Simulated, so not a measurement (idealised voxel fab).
process module | voxel gate over fins
cross-section cut | 240 nm wide | cells 5 nm
A cross-section is a grid of square cells, given in bands from the top down. A band is one or more rows of cells.
Each band's line starts with the height of the band's top and of its bottom, in nm. Then come its materials from left to right, each with its width in nm. One material with "throughout" fills the band from edge to edge. "air" is empty space.
Height 0 is the level under which the wafer as received is all one material. The lowest band goes on downwards, as in "0 down".
A width such as "30 to 40" changes by the same amount from each row of cells to the next, from the band's top row to its bottom row.
"no change" after a step means that no cell of the cross-section changed.
closed voids: empty space of 8 cells or more with no open way to the top, each as width x height at its distance from the left edge, in nm
after a step's settings: what the simulator itself notes on the step
overlay nm, on a step with a mask: how far to the right of its planned place the mask lay; to the left if negative
plan
1 op RECEIVE | material Si
2 op CONFORMAL_DEP | material SiN | thk nm 5
3 op PATTERN | tone cover | mask id FINS | material resist | width nm 15 | pitch nm 60 | thk nm 20 | overlay nm 0
4 op DIRECTIONAL_ETCH | etch materials SiN | depth nm 5
5 op DIRECTIONAL_ETCH | etch materials Si | depth nm 40
6 op STRIP | etch materials resist
7 op FILL_DEP | material SiO2 | thk nm 10
8 op CMP | height nm 5
9 op MASKED_ETCH | tone open | mask id RAIL | width nm 15 | etch materials SiO2 | depth nm 40 | overlay nm 0
10 op CONFORMAL_DEP | material TiN | thk nm 5
11 op FILL_DEP | material W | thk nm 10
12 op CMP | height nm 5
13 op SELECTIVE_ETCH | etch materials W Ru TiN | depth nm 30
14 op FILL_DEP | material SiO2 | thk nm 5
15 op CMP | height nm 5
16 op SELECTIVE_ETCH | etch materials SiO2 | depth nm 20
17 op STRIP | etch materials SiN
18 op CONFORMAL_DEP | material HfO2 | thk nm 5
19 op CONFORMAL_DEP | material TiN | thk nm 5
20 op FILL_DEP | material W | thk nm 10
21 op CMP | height nm 15
22 op CONFORMAL_DEP | material SiN | thk nm 10
first wafer, as planned
as received, after step 1
  0 down: Si throughout
  closed voids: none
after step 2
  5 to 0: SiN throughout
  below 0: unchanged
after step 3
  25 to 5: air 20 | resist 15 | air 45 | resist 15 | air 45 | resist 15 | air 45 | resist 15 | air 25
  below 5: unchanged
after step 4
  25 to 5: air 20 | resist 15 | air 45 | resist 15 | air 45 | resist 15 | air 45 | resist 15 | air 25
  5 to 0: air 20 | SiN 15 | air 45 | SiN 15 | air 45 | SiN 15 | air 45 | SiN 15 | air 25
  below 0: unchanged
after step 5
  25 to 5: air 20 | resist 15 | air 45 | resist 15 | air 45 | resist 15 | air 45 | resist 15 | air 25
  5 to 0: air 20 | SiN 15 | air 45 | SiN 15 | air 45 | SiN 15 | air 45 | SiN 15 | air 25
  0 to -40: air 20 | Si 15 | air 45 | Si 15 | air 45 | Si 15 | air 45 | Si 15 | air 25
  below -40: unchanged
after step 6
  5 to 0: air 20 | SiN 15 | air 45 | SiN 15 | air 45 | SiN 15 | air 45 | SiN 15 | air 25
  below 0: unchanged
after step 7
  15 to 5: SiO2 throughout
  5 to 0: SiO2 20 | SiN 15 | SiO2 45 | SiN 15 | SiO2 45 | SiN 15 | SiO2 45 | SiN 15 | SiO2 25
  0 to -40: SiO2 20 | Si 15 | SiO2 45 | Si 15 | SiO2 45 | Si 15 | SiO2 45 | Si 15 | SiO2 25
  below -40: unchanged
after step 8
  5 to 0: SiO2 20 | SiN 15 | SiO2 45 | SiN 15 | SiO2 45 | SiN 15 | SiO2 45 | SiN 15 | SiO2 25
  below 0: unchanged
after step 9
  5 to 0: SiO2 20 | SiN 15 | SiO2 15 | air 15 | SiO2 15 | SiN 15 | SiO2 45 | SiN 15 | SiO2 45 | SiN 15 | SiO2 25
  0 to -35: SiO2 20 | Si 15 | SiO2 15 | air 15 | SiO2 15 | Si 15 | SiO2 45 | Si 15 | SiO2 45 | Si 15 | SiO2 25
  below -35: unchanged
after step 10
  10 to 5: TiN 55 | air 5 | TiN 180
  5 to 0: SiO2 20 | SiN 15 | SiO2 15 | TiN 5 | air 5 | TiN 5 | SiO2 15 | SiN 15 | SiO2 45 | SiN 15 | SiO2 45 | SiN 15 | SiO2 25
  0 to -30: SiO2 20 | Si 15 | SiO2 15 | TiN 5 | air 5 | TiN 5 | SiO2 15 | Si 15 | SiO2 45 | Si 15 | SiO2 45 | Si 15 | SiO2 25
  -30 to -35: SiO2 20 | Si 15 | SiO2 15 | TiN 15 | SiO2 15 | Si 15 | SiO2 45 | Si 15 | SiO2 45 | Si 15 | SiO2 25
  below -35: unchanged
after step 11
  20 to 10: W throughout
  10 to 5: TiN 55 | W 5 | TiN 180
  5 to 0: SiO2 20 | SiN 15 | SiO2 15 | TiN 5 | W 5 | TiN 5 | SiO2 15 | SiN 15 | SiO2 45 | SiN 15 | SiO2 45 | SiN 15 | SiO2 25
  0 to -30: SiO2 20 | Si 15 | SiO2 15 | TiN 5 | W 5 | TiN 5 | SiO2 15 | Si 15 | SiO2 45 | Si 15 | SiO2 45 | Si 15 | SiO2 25
  below -30: unchanged
after step 12
  5 to 0: SiO2 20 | SiN 15 | SiO2 15 | TiN 5 | W 5 | TiN 5 | SiO2 15 | SiN 15 | SiO2 45 | SiN 15 | SiO2 45 | SiN 15 | SiO2 25
  below 0: unchanged
after step 13
  5 to 0: SiO2 20 | SiN 15 | SiO2 15 | air 15 | SiO2 15 | SiN 15 | SiO2 45 | SiN 15 | SiO2 45 | SiN 15 | SiO2 25
  0 to -25: SiO2 20 | Si 15 | SiO2 15 | air 15 | SiO2 15 | Si 15 | SiO2 45 | Si 15 | SiO2 45 | Si 15 | SiO2 25
  below -25: unchanged
after step 14
  10 to 5: SiO2 throughout
  5 to 0: SiO2 20 | SiN 15 | SiO2 45 | SiN 15 | SiO2 45 | SiN 15 | SiO2 45 | SiN 15 | SiO2 25
  0 to -25: SiO2 20 | Si 15 | SiO2 45 | Si 15 | SiO2 45 | Si 15 | SiO2 45 | Si 15 | SiO2 25
  below -25: unchanged
after step 15
  5 to 0: SiO2 20 | SiN 15 | SiO2 45 | SiN 15 | SiO2 45 | SiN 15 | SiO2 45 | SiN 15 | SiO2 25
  below 0: unchanged
after step 16
  5 to 0: air 20 | SiN 15 | air 45 | SiN 15 | air 45 | SiN 15 | air 45 | SiN 15 | air 25
  0 to -15: air 20 | Si 15 | air 45 | Si 15 | air 45 | Si 15 | air 45 | Si 15 | air 25
  below -15: unchanged
after step 17
  0 to -15: air 20 | Si 15 | air 45 | Si 15 | air 45 | Si 15 | air 45 | Si 15 | air 25
  below -15: unchanged
after step 18
  5 to 0: air 15 | HfO2 25 | air 35 | HfO2 25 | air 35 | HfO2 25 | air 35 | HfO2 25 | air 20
  0 to -10: air 15 | HfO2 5 | Si 15 | HfO2 5 | air 35 | HfO2 5 | Si 15 | HfO2 5 | air 35 | HfO2 5 | Si 15 | HfO2 5 | air 35 | HfO2 5 | Si 15 | HfO2 5 | air 20
  -10 to -15: HfO2 20 | Si 15 | HfO2 45 | Si 15 | HfO2 45 | Si 15 | HfO2 45 | Si 15 | HfO2 25
  below -15: unchanged
after step 19
  10 to 5: air 10 | TiN 35 | air 25 | TiN 35 | air 25 | TiN 35 | air 25 | TiN 35 | air 15
  5 to 0: air 10 | TiN 5 | HfO2 25 | TiN 5 | air 25 | TiN 5 | HfO2 25 | TiN 5 | air 25 | TiN 5 | HfO2 25 | TiN 5 | air 25 | TiN 5 | HfO2 25 | TiN 5 | air 15
  0 to -5: air 10 | TiN 5 | HfO2 5 | Si 15 | HfO2 5 | TiN 5 | air 25 | TiN 5 | HfO2 5 | Si 15 | HfO2 5 | TiN 5 | air 25 | TiN 5 | HfO2 5 | Si 15 | HfO2 5 | TiN 5 | air 25 | TiN 5 | HfO2 5 | Si 15 | HfO2 5 | TiN 5 | air 15
  -5 to -10: TiN 15 | HfO2 5 | Si 15 | HfO2 5 | TiN 35 | HfO2 5 | Si 15 | HfO2 5 | TiN 35 | HfO2 5 | Si 15 | HfO2 5 | TiN 35 | HfO2 5 | Si 15 | HfO2 5 | TiN 20
  below -10: unchanged
after step 20
  20 to 10: W throughout
  10 to 5: W 10 | TiN 35 | W 25 | TiN 35 | W 25 | TiN 35 | W 25 | TiN 35 | W 15
  5 to 0: W 10 | TiN 5 | HfO2 25 | TiN 5 | W 25 | TiN 5 | HfO2 25 | TiN 5 | W 25 | TiN 5 | HfO2 25 | TiN 5 | W 25 | TiN 5 | HfO2 25 | TiN 5 | W 15
  0 to -5: W 10 | TiN 5 | HfO2 5 | Si 15 | HfO2 5 | TiN 5 | W 25 | TiN 5 | HfO2 5 | Si 15 | HfO2 5 | TiN 5 | W 25 | TiN 5 | HfO2 5 | Si 15 | HfO2 5 | TiN 5 | W 25 | TiN 5 | HfO2 5 | Si 15 | HfO2 5 | TiN 5 | W 15
  below -5: unchanged
after step 21
  15 to 10: W throughout
  below 10: unchanged
after step 22
  25 to 15: SiN throughout
  below 15: unchanged
second wafer: like start, like plan, one mistake. Through step 2 it matches the first wafer
when step 3 should have ended
  25 to 5: resist 20 | air 15 | resist 45 | air 15 | resist 45 | air 15 | resist 45 | air 15 | resist 25
  below 5: unchanged
when step 4 should have ended
  25 to 5: resist 20 | air 15 | resist 45 | air 15 | resist 45 | air 15 | resist 45 | air 15 | resist 25
  5 to 0: SiN 20 | air 15 | SiN 45 | air 15 | SiN 45 | air 15 | SiN 45 | air 15 | SiN 25
  below 0: unchanged
when step 5 should have ended
  25 to 5: resist 20 | air 15 | resist 45 | air 15 | resist 45 | air 15 | resist 45 | air 15 | resist 25
  5 to 0: SiN 20 | air 15 | SiN 45 | air 15 | SiN 45 | air 15 | SiN 45 | air 15 | SiN 25
  0 to -40: Si 20 | air 15 | Si 45 | air 15 | Si 45 | air 15 | Si 45 | air 15 | Si 25
  below -40: unchanged
when step 6 should have ended
  5 to 0: SiN 20 | air 15 | SiN 45 | air 15 | SiN 45 | air 15 | SiN 45 | air 15 | SiN 25
  below 0: unchanged
when step 7 should have ended
  15 to 5: SiO2 throughout
  5 to 0: SiN 20 | SiO2 15 | SiN 45 | SiO2 15 | SiN 45 | SiO2 15 | SiN 45 | SiO2 15 | SiN 25
  0 to -40: Si 20 | SiO2 15 | Si 45 | SiO2 15 | Si 45 | SiO2 15 | Si 45 | SiO2 15 | Si 25
  below -40: unchanged
when step 8 should have ended
  5 to 0: SiN 20 | SiO2 15 | SiN 45 | SiO2 15 | SiN 45 | SiO2 15 | SiN 45 | SiO2 15 | SiN 25
  below 0: unchanged
when step 9 should have ended: no change
when step 10 should have ended
  10 to 5: TiN throughout
  below 5: unchanged
when step 11 should have ended
  20 to 10: W throughout
  below 10: unchanged
when step 12 should have ended
  5 to 0: SiN 20 | SiO2 15 | SiN 45 | SiO2 15 | SiN 45 | SiO2 15 | SiN 45 | SiO2 15 | SiN 25
  below 0: unchanged
when step 13 should have ended: no change
when step 14 should have ended
  10 to 5: SiO2 throughout
  below 5: unchanged
when step 15 should have ended
  5 to 0: SiN 20 | SiO2 15 | SiN 45 | SiO2 15 | SiN 45 | SiO2 15 | SiN 45 | SiO2 15 | SiN 25
  below 0: unchanged
when step 16 should have ended
  5 to 0: SiN 20 | air 15 | SiN 45 | air 15 | SiN 45 | air 15 | SiN 45 | air 15 | SiN 25
  0 to -15: Si 20 | air 15 | Si 45 | air 15 | Si 45 | air 15 | Si 45 | air 15 | Si 25
  below -15: unchanged
when step 17 should have ended
  0 to -15: Si 20 | air 15 | Si 45 | air 15 | Si 45 | air 15 | Si 45 | air 15 | Si 25
  below -15: unchanged
when step 18 should have ended
  5 to 0: HfO2 25 | air 5 | HfO2 55 | air 5 | HfO2 55 | air 5 | HfO2 55 | air 5 | HfO2 30
  0 to -10: Si 20 | HfO2 5 | air 5 | HfO2 5 | Si 45 | HfO2 5 | air 5 | HfO2 5 | Si 45 | HfO2 5 | air 5 | HfO2 5 | Si 45 | HfO2 5 | air 5 | HfO2 5 | Si 25
  -10 to -15: Si 20 | HfO2 15 | Si 45 | HfO2 15 | Si 45 | HfO2 15 | Si 45 | HfO2 15 | Si 25
  below -15: unchanged
when step 19 should have ended
  10 to 5: TiN throughout
  5 to 0: HfO2 25 | TiN 5 | HfO2 55 | TiN 5 | HfO2 55 | TiN 5 | HfO2 55 | TiN 5 | HfO2 30
  0 to -10: Si 20 | HfO2 5 | TiN 5 | HfO2 5 | Si 45 | HfO2 5 | TiN 5 | HfO2 5 | Si 45 | HfO2 5 | TiN 5 | HfO2 5 | Si 45 | HfO2 5 | TiN 5 | HfO2 5 | Si 25
  below -10: unchanged
when step 20 should have ended
  20 to 10: W throughout
  below 10: unchanged
when step 21 should have ended
  15 to 10: W throughout
  below 10: unchanged
when step 22 should have ended
  25 to 15: SiN throughout
  below 15: unchanged
what went wrong: step 3 ran as: op PATTERN | tone open | mask id FINS | material resist | width nm 15 | pitch nm 60 | thk nm 20 | overlay nm 0
at the end the second wafer has, in cells: 192 more of Si | 114 fewer of SiO2 | 17 fewer of TiN | 61 fewer of W
